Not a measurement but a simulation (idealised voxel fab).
process module | voxel self aligned contacts
cross-section cut | 220 nm wide | cells 5 nm
A cross-section is a grid of square cells, given in bands from the top down. A band is one or more rows of cells.
Each band's line starts with the height of the band's top and of its bottom, in nm. Then come its materials from left to right, each with its width in nm. One material with "throughout" fills the band from edge to edge. "air" is empty space.
Height 0 is the level under which the wafer as received is all one material. The lowest band goes on downwards, as in "0 down".
A width such as "30 to 40" changes by the same amount from each row of cells to the next, from the band's top row to its bottom row.
"no change" after a step means that no cell of the cross-section changed.
closed voids: empty space of 8 cells or more with no open way to the top, each as width x height at its distance from the left edge, in nm
after a step's settings: what the simulator itself notes on the step
overlay nm, on a step with a mask: how far to the right of its planned place the mask lay; to the left if negative
Each pair below shows a cross-section before one step and the cross-section after it, down to the lowest band that changed. The line under each pair gives the step between them, with its settings. The pairs can come from different runs of this module on the same starting wafer, so a pair continues from the pair above only where its "before" says so.
before
  55 to 45: SiO2 throughout
  45 to 30: SiO2 20 | SiN 35 | SiO2 35 | SiN 35 | SiO2 35 | SiN 35 | SiO2 25
  30 to 5: SiO2 20 | SiN 5 | polySi 25 | SiN 5 | SiO2 35 | SiN 5 | polySi 25 | SiN 5 | SiO2 35 | SiN 5 | polySi 25 | SiN 5 | SiO2 25
  5 to 0: SiO2 throughout
  0 down: Si throughout
  closed voids: none
after
  50 to 45: SiO2 throughout
  below 45: unchanged
  closed voids: none
the step between: op CMP | height nm 50
before: the cross-section after the pair above
after
  60 to 50: aC throughout
  below 50: unchanged
  closed voids: none
the step between: op DIRECTIONAL_DEP | material aC | thk nm 10
before: the cross-section after the pair above
after
  90 to 60: resist 45 | air 55 | resist 15 | air 55 | resist 50
  below 60: unchanged
  closed voids: none
the step between: op PATTERN | tone open | mask id CONTACT | material resist | width nm 55 | pitch nm 70 | thk nm 30 | overlay nm 0
before: the cross-section after the pair above
after
  80 to 60: resist 45 | air 55 | resist 15 | air 55 | resist 50
  60 to 50: aC 45 | air 55 | aC 15 | air 55 | aC 50
  below 50: unchanged
  closed voids: none
the step between: op DIRECTIONAL_ETCH | etch materials aC | depth nm 10
before: the cross-section after the pair above
after
  60 to 50: aC 45 | air 55 | aC 15 | air 55 | aC 50
  below 50: unchanged
  closed voids: none
the step between: op STRIP | etch materials resist
before: the cross-section after the pair above
after
  60 to 50: aC 45 | air 55 | aC 15 | air 55 | aC 50
  50 to 45: SiO2 45 | air 55 | SiO2 15 | air 55 | SiO2 50
  45 to 30: SiO2 20 | SiN 35 | air 35 | SiN 35 | air 35 | SiN 35 | SiO2 25
  30 to 5: SiO2 20 | SiN 5 | polySi 25 | SiN 5 | air 35 | SiN 5 | polySi 25 | SiN 5 | air 35 | SiN 5 | polySi 25 | SiN 5 | SiO2 25
  5 to 0: SiO2 55 | air 35 | SiO2 35 | air 35 | SiO2 60
  below 0: unchanged
  closed voids: none
the step between: op DIRECTIONAL_ETCH | etch materials SiO2 | depth nm 50
before: the cross-section after the pair above
after
  50 to 45: SiO2 45 | air 55 | SiO2 15 | air 55 | SiO2 50
  below 45: unchanged
  closed voids: none
the step between: op STRIP | etch materials aC
before: the cross-section after the pair above
after
  55 to 50: TiN 50 | air 45 | TiN 25 | air 45 | TiN 55
  50 to 45: SiO2 45 | TiN 15 | air 25 | TiN 15 | SiO2 15 | TiN 15 | air 25 | TiN 15 | SiO2 50
  45 to 30: SiO2 20 | SiN 35 | TiN 5 | air 25 | TiN 5 | SiN 35 | TiN 5 | air 25 | TiN 5 | SiN 35 | SiO2 25
  30 to 5: SiO2 20 | SiN 5 | polySi 25 | SiN 5 | TiN 5 | air 25 | TiN 5 | SiN 5 | polySi 25 | SiN 5 | TiN 5 | air 25 | TiN 5 | SiN 5 | polySi 25 | SiN 5 | SiO2 25
  5 to 0: SiO2 55 | TiN 35 | SiO2 35 | TiN 35 | SiO2 60
  below 0: unchanged
  closed voids: none
the step between: op CONFORMAL_DEP | material TiN | thk nm 5
before: the cross-section after the pair above
after
  65 to 55: Ru throughout
  55 to 50: TiN 50 | Ru 45 | TiN 25 | Ru 45 | TiN 55
  50 to 45: SiO2 45 | TiN 15 | Ru 25 | TiN 15 | SiO2 15 | TiN 15 | Ru 25 | TiN 15 | SiO2 50
  45 to 30: SiO2 20 | SiN 35 | TiN 5 | Ru 25 | TiN 5 | SiN 35 | TiN 5 | Ru 25 | TiN 5 | SiN 35 | SiO2 25
  30 to 5: SiO2 20 | SiN 5 | polySi 25 | SiN 5 | TiN 5 | Ru 25 | TiN 5 | SiN 5 | polySi 25 | SiN 5 | TiN 5 | Ru 25 | TiN 5 | SiN 5 | polySi 25 | SiN 5 | SiO2 25
  below 5: unchanged
  closed voids: none
the step between: op FILL_DEP | material Ru | thk nm 10
before: the cross-section after the pair above
after
  50 to 45: SiO2 45 | TiN 15 | Ru 25 | TiN 15 | SiO2 15 | TiN 15 | Ru 25 | TiN 15 | SiO2 50
  below 45: unchanged
  closed voids: none
the step between: op CMP | height nm 50
before: the cross-section after the pair above
after
  55 to 50: SiCN throughout
  below 50: unchanged
  closed voids: none
the step between: op CONFORMAL_DEP | material SiCN | thk nm 5
before
  45 to 30: SiN throughout
  30 to 5: polySi throughout
  5 to 0: SiO2 throughout
  0 down: Si throughout
  closed voids: none
after
  65 to 45: air 25 | resist 35 | air 35 | resist 35 | air 35 | resist 35 | air 20
  below 45: unchanged
  closed voids: none
the step between: op PATTERN | tone cover | mask id GATE | material resist | width nm 35 | pitch nm 70 | thk nm 20 | overlay nm 5
before: the cross-section after the pair above
after
  65 to 45: air 25 | resist 35 | air 35 | resist 35 | air 35 | resist 35 | air 20
  45 to 30: air 25 | SiN 35 | air 35 | SiN 35 | air 35 | SiN 35 | air 20
  below 30: unchanged
  closed voids: none
the step between: op DIRECTIONAL_ETCH | etch materials SiN | depth nm 15
before: the cross-section after the pair above
after
  65 to 45: air 25 | resist 35 | air 35 | resist 35 | air 35 | resist 35 | air 20
  45 to 30: air 25 | SiN 35 | air 35 | SiN 35 | air 35 | SiN 35 | air 20
  30 to 5: air 25 | polySi 35 | air 35 | polySi 35 | air 35 | polySi 35 | air 20
  below 5: unchanged
  closed voids: none
the step between: op DIRECTIONAL_ETCH | etch materials polySi | depth nm 25
before: the cross-section after the pair above
after
  45 to 30: air 25 | SiN 35 | air 35 | SiN 35 | air 35 | SiN 35 | air 20
  below 30: unchanged
  closed voids: none
the step between: op STRIP | etch materials resist
before: the cross-section after the pair above
after
  50 to 30: air 20 | SiN 45 | air 25 | SiN 45 | air 25 | SiN 45 | air 15
  30 to 10: air 20 | SiN 5 | polySi 35 | SiN 5 | air 25 | SiN 5 | polySi 35 | SiN 5 | air 25 | SiN 5 | polySi 35 | SiN 5 | air 15
  10 to 5: SiN 25 | polySi 35 | SiN 35 | polySi 35 | SiN 35 | polySi 35 | SiN 20
  below 5: unchanged
  closed voids: none
the step between: op CONFORMAL_DEP | material SiN | thk nm 5
before: the cross-section after the pair above
after
  45 to 30: air 20 | SiN 45 | air 25 | SiN 45 | air 25 | SiN 45 | air 15
  30 to 5: air 20 | SiN 5 | polySi 35 | SiN 5 | air 25 | SiN 5 | polySi 35 | SiN 5 | air 25 | SiN 5 | polySi 35 | SiN 5 | air 15
  below 5: unchanged
  closed voids: none
the step between: op DIRECTIONAL_ETCH | etch materials SiN | depth nm 5
before: the cross-section after the pair above
after
  55 to 45: SiO2 throughout
  45 to 30: SiO2 20 | SiN 45 | SiO2 25 | SiN 45 | SiO2 25 | SiN 45 | SiO2 15
  30 to 5: SiO2 20 | SiN 5 | polySi 35 | SiN 5 | SiO2 25 | SiN 5 | polySi 35 | SiN 5 | SiO2 25 | SiN 5 | polySi 35 | SiN 5 | SiO2 15
  below 5: unchanged
  closed voids: none
the step between: op FILL_DEP | material SiO2 | thk nm 10
before: the cross-section after the pair above
after
  50 to 45: SiO2 throughout
  below 45: unchanged
  closed voids: none
the step between: op CMP | height nm 50
before: the cross-section after the pair above
after
  60 to 50: aC throughout
  below 50: unchanged
  closed voids: none
the step between: op DIRECTIONAL_DEP | material aC | thk nm 10
before: the cross-section after the pair above
after
  90 to 60: resist 45 | air 55 | resist 15 | air 55 | resist 50
  below 60: unchanged
  closed voids: none
the step between: op PATTERN | tone open | mask id CONTACT | material resist | width nm 55 | pitch nm 70 | thk nm 30 | overlay nm 0
before: the cross-section after the pair above
after
  80 to 60: resist 45 | air 55 | resist 15 | air 55 | resist 50
  60 to 50: aC 45 | air 55 | aC 15 | air 55 | aC 50
  below 50: unchanged
  closed voids: none
the step between: op DIRECTIONAL_ETCH | etch materials aC | depth nm 10
before: the cross-section after the pair above
after
  60 to 50: aC 45 | air 55 | aC 15 | air 55 | aC 50
  below 50: unchanged
  closed voids: none
the step between: op STRIP | etch materials resist
before: the cross-section after the pair above
after
  60 to 50: aC 45 | air 55 | aC 15 | air 55 | aC 50
  50 to 45: SiO2 45 | air 55 | SiO2 15 | air 55 | SiO2 50
  45 to 30: SiO2 20 | SiN 45 | air 25 | SiN 45 | air 25 | SiN 45 | SiO2 15
  30 to 5: SiO2 20 | SiN 5 | polySi 35 | SiN 5 | air 25 | SiN 5 | polySi 35 | SiN 5 | air 25 | SiN 5 | polySi 35 | SiN 5 | SiO2 15
  5 to 0: SiO2 65 | air 25 | SiO2 45 | air 25 | SiO2 60
  below 0: unchanged
  closed voids: none
the step between: op DIRECTIONAL_ETCH | etch materials SiO2 | depth nm 50
before: the cross-section after the pair above
after
  50 to 45: SiO2 45 | air 55 | SiO2 15 | air 55 | SiO2 50
  below 45: unchanged
  closed voids: none
the step between: op STRIP | etch materials aC
before: the cross-section after the pair above
after
  55 to 50: TiN 50 | air 45 | TiN 25 | air 45 | TiN 55
  50 to 45: SiO2 45 | TiN 25 | air 15 | TiN 15 | SiO2 15 | TiN 25 | air 15 | TiN 15 | SiO2 50
  45 to 30: SiO2 20 | SiN 45 | TiN 5 | air 15 | TiN 5 | SiN 45 | TiN 5 | air 15 | TiN 5 | SiN 45 | SiO2 15
  30 to 5: SiO2 20 | SiN 5 | polySi 35 | SiN 5 | TiN 5 | air 15 | TiN 5 | SiN 5 | polySi 35 | SiN 5 | TiN 5 | air 15 | TiN 5 | SiN 5 | polySi 35 | SiN 5 | SiO2 15
  5 to 0: SiO2 65 | TiN 25 | SiO2 45 | TiN 25 | SiO2 60
  below 0: unchanged
  closed voids: none
the step between: op CONFORMAL_DEP | material TiN | thk nm 5
before: the cross-section after the pair above
after
  65 to 55: Ru throughout
  55 to 50: TiN 50 | Ru 45 | TiN 25 | Ru 45 | TiN 55
  50 to 45: SiO2 45 | TiN 25 | Ru 15 | TiN 15 | SiO2 15 | TiN 25 | Ru 15 | TiN 15 | SiO2 50
  45 to 30: SiO2 20 | SiN 45 | TiN 5 | Ru 15 | TiN 5 | SiN 45 | TiN 5 | Ru 15 | TiN 5 | SiN 45 | SiO2 15
  30 to 5: SiO2 20 | SiN 5 | polySi 35 | SiN 5 | TiN 5 | Ru 15 | TiN 5 | SiN 5 | polySi 35 | SiN 5 | TiN 5 | Ru 15 | TiN 5 | SiN 5 | polySi 35 | SiN 5 | SiO2 15
  below 5: unchanged
  closed voids: none
the step between: op FILL_DEP | material Ru | thk nm 10
before: the cross-section after the pair above
after
  50 to 45: SiO2 45 | TiN 25 | Ru 15 | TiN 15 | SiO2 15 | TiN 25 | Ru 15 | TiN 15 | SiO2 50
  below 45: unchanged
  closed voids: none
the step between: op CMP | height nm 50
before: the cross-section after the pair above
after
  55 to 50: SiCN throughout
  below 50: unchanged
  closed voids: none
the step between: op CONFORMAL_DEP | material SiCN | thk nm 5
before
  50 to 45: SiO2 45 | TiN 20 | Ru 15 | TiN 20 | SiO2 15 | TiN 20 | Ru 15 | TiN 20 | SiO2 50
  45 to 30: SiO2 15 | SiN 45 | TiN 5 | Ru 15 | TiN 5 | SiN 45 | TiN 5 | Ru 15 | TiN 5 | SiN 45 | SiO2 20
  30 to 5: SiO2 15 | SiN 5 | polySi 35 | SiN 5 | TiN 5 | Ru 15 | TiN 5 | SiN 5 | polySi 35 | SiN 5 | TiN 5 | Ru 15 | TiN 5 | SiN 5 | polySi 35 | SiN 5 | SiO2 20
  5 to 0: SiO2 60 | TiN 25 | SiO2 45 | TiN 25 | SiO2 65
  0 down: Si throughout
  closed voids: none
after
  55 to 50: SiN throughout
  below 50: unchanged
  closed voids: none
the step between: op CONFORMAL_DEP | material SiN | thk nm 5
before
  45 to 30: SiN throughout
  30 to 5: polySi throughout
  5 to 0: SiO2 throughout
  0 down: Si throughout
  closed voids: none
after
  65 to 45: resist 20 | air 35 | resist 35 | air 35 | resist 35 | air 35 | resist 25
  below 45: unchanged
  closed voids: none
the step between: op PATTERN | tone open | mask id GATE | material resist | width nm 35 | pitch nm 70 | thk nm 20 | overlay nm 0
before: the cross-section after the pair above
after
  65 to 45: resist 20 | air 35 | resist 35 | air 35 | resist 35 | air 35 | resist 25
  45 to 30: SiN 20 | air 35 | SiN 35 | air 35 | SiN 35 | air 35 | SiN 25
  below 30: unchanged
  closed voids: none
the step between: op DIRECTIONAL_ETCH | etch materials SiN | depth nm 15
before: the cross-section after the pair above
after
  65 to 45: resist 20 | air 35 | resist 35 | air 35 | resist 35 | air 35 | resist 25
  45 to 30: SiN 20 | air 35 | SiN 35 | air 35 | SiN 35 | air 35 | SiN 25
  30 to 5: polySi 20 | air 35 | polySi 35 | air 35 | polySi 35 | air 35 | polySi 25
  below 5: unchanged
  closed voids: none
the step between: op DIRECTIONAL_ETCH | etch materials polySi | depth nm 25
before: the cross-section after the pair above
after
  45 to 30: SiN 20 | air 35 | SiN 35 | air 35 | SiN 35 | air 35 | SiN 25
  below 30: unchanged
  closed voids: none
the step between: op STRIP | etch materials resist
before: the cross-section after the pair above
after
  50 to 30: SiN 25 | air 25 | SiN 45 | air 25 | SiN 45 | air 25 | SiN 30
  30 to 10: polySi 20 | SiN 5 | air 25 | SiN 5 | polySi 35 | SiN 5 | air 25 | SiN 5 | polySi 35 | SiN 5 | air 25 | SiN 5 | polySi 25
  10 to 5: polySi 20 | SiN 35 | polySi 35 | SiN 35 | polySi 35 | SiN 35 | polySi 25
  below 5: unchanged
  closed voids: none
the step between: op CONFORMAL_DEP | material SiN | thk nm 5
before: the cross-section after the pair above
after
  45 to 30: SiN 25 | air 25 | SiN 45 | air 25 | SiN 45 | air 25 | SiN 30
  30 to 5: polySi 20 | SiN 5 | air 25 | SiN 5 | polySi 35 | SiN 5 | air 25 | SiN 5 | polySi 35 | SiN 5 | air 25 | SiN 5 | polySi 25
  below 5: unchanged
  closed voids: none
the step between: op DIRECTIONAL_ETCH | etch materials SiN | depth nm 5
before: the cross-section after the pair above
after
  55 to 45: SiO2 throughout
  45 to 30: SiN 25 | SiO2 25 | SiN 45 | SiO2 25 | SiN 45 | SiO2 25 | SiN 30
  30 to 5: polySi 20 | SiN 5 | SiO2 25 | SiN 5 | polySi 35 | SiN 5 | SiO2 25 | SiN 5 | polySi 35 | SiN 5 | SiO2 25 | SiN 5 | polySi 25
  below 5: unchanged
  closed voids: none
the step between: op FILL_DEP | material SiO2 | thk nm 10
before: the cross-section after the pair above
after
  50 to 45: SiO2 throughout
  below 45: unchanged
  closed voids: none
the step between: op CMP | height nm 50
before: the cross-section after the pair above
after
  60 to 50: aC throughout
  below 50: unchanged
  closed voids: none
the step between: op DIRECTIONAL_DEP | material aC | thk nm 10
before: the cross-section after the pair above
after
  90 to 60: resist 45 | air 55 | resist 15 | air 55 | resist 50
  below 60: unchanged
  closed voids: none
the step between: op PATTERN | tone open | mask id CONTACT | material resist | width nm 55 | pitch nm 70 | thk nm 30 | overlay nm 0
before: the cross-section after the pair above
after
  80 to 60: resist 45 | air 55 | resist 15 | air 55 | resist 50
  60 to 50: aC 45 | air 55 | aC 15 | air 55 | aC 50
  below 50: unchanged
  closed voids: none
the step between: op DIRECTIONAL_ETCH | etch materials aC | depth nm 10
before: the cross-section after the pair above
after
  60 to 50: aC 45 | air 55 | aC 15 | air 55 | aC 50
  below 50: unchanged
  closed voids: none
the step between: op STRIP | etch materials resist
before: the cross-section after the pair above
after
  60 to 50: aC 45 | air 55 | aC 15 | air 55 | aC 50
  50 to 45: SiO2 45 | air 55 | SiO2 15 | air 55 | SiO2 50
  45 to 30: SiN 25 | SiO2 20 | air 5 | SiN 45 | air 5 | SiO2 15 | air 5 | SiN 45 | air 5 | SiO2 20 | SiN 30
  30 to 5: polySi 20 | SiN 5 | SiO2 20 | air 5 | SiN 5 | polySi 35 | SiN 5 | air 5 | SiO2 15 | air 5 | SiN 5 | polySi 35 | SiN 5 | air 5 | SiO2 20 | SiN 5 | polySi 25
  5 to 0: SiO2 45 | air 5 | SiO2 45 | air 5 | SiO2 15 | air 5 | SiO2 45 | air 5 | SiO2 50
  below 0: unchanged
  closed voids: none
the step between: op DIRECTIONAL_ETCH | etch materials SiO2 | depth nm 50
before: the cross-section after the pair above
after
  50 to 45: SiO2 45 | air 55 | SiO2 15 | air 55 | SiO2 50
  below 45: unchanged
  closed voids: none
the step between: op STRIP | etch materials aC
before: the cross-section after the pair above
after
  55 to 50: TiN 50 | air 45 | TiN 25 | air 45 | TiN 55
  50 to 45: SiO2 45 | TiN 55 | SiO2 15 | TiN 55 | SiO2 50
  45 to 30: SiN 25 | SiO2 20 | TiN 5 | SiN 45 | TiN 5 | SiO2 15 | TiN 5 | SiN 45 | TiN 5 | SiO2 20 | SiN 30
  30 to 5: polySi 20 | SiN 5 | SiO2 20 | TiN 5 | SiN 5 | polySi 35 | SiN 5 | TiN 5 | SiO2 15 | TiN 5 | SiN 5 | polySi 35 | SiN 5 | TiN 5 | SiO2 20 | SiN 5 | polySi 25
  5 to 0: SiO2 45 | TiN 5 | SiO2 45 | TiN 5 | SiO2 15 | TiN 5 | SiO2 45 | TiN 5 | SiO2 50
  below 0: unchanged
  closed voids: none
the step between: op CONFORMAL_DEP | material TiN | thk nm 5
before: the cross-section after the pair above
after
  65 to 55: Ru throughout
  55 to 50: TiN 50 | Ru 45 | TiN 25 | Ru 45 | TiN 55
  below 50: unchanged
  closed voids: none
the step between: op FILL_DEP | material Ru | thk nm 10
before: the cross-section after the pair above
after
  50 to 45: SiO2 45 | TiN 55 | SiO2 15 | TiN 55 | SiO2 50
  below 45: unchanged
  closed voids: none
the step between: op CMP | height nm 50
before: the cross-section after the pair above
after
  55 to 50: SiCN throughout
  below 50: unchanged
  closed voids: none
the step between: op CONFORMAL_DEP | material SiCN | thk nm 5
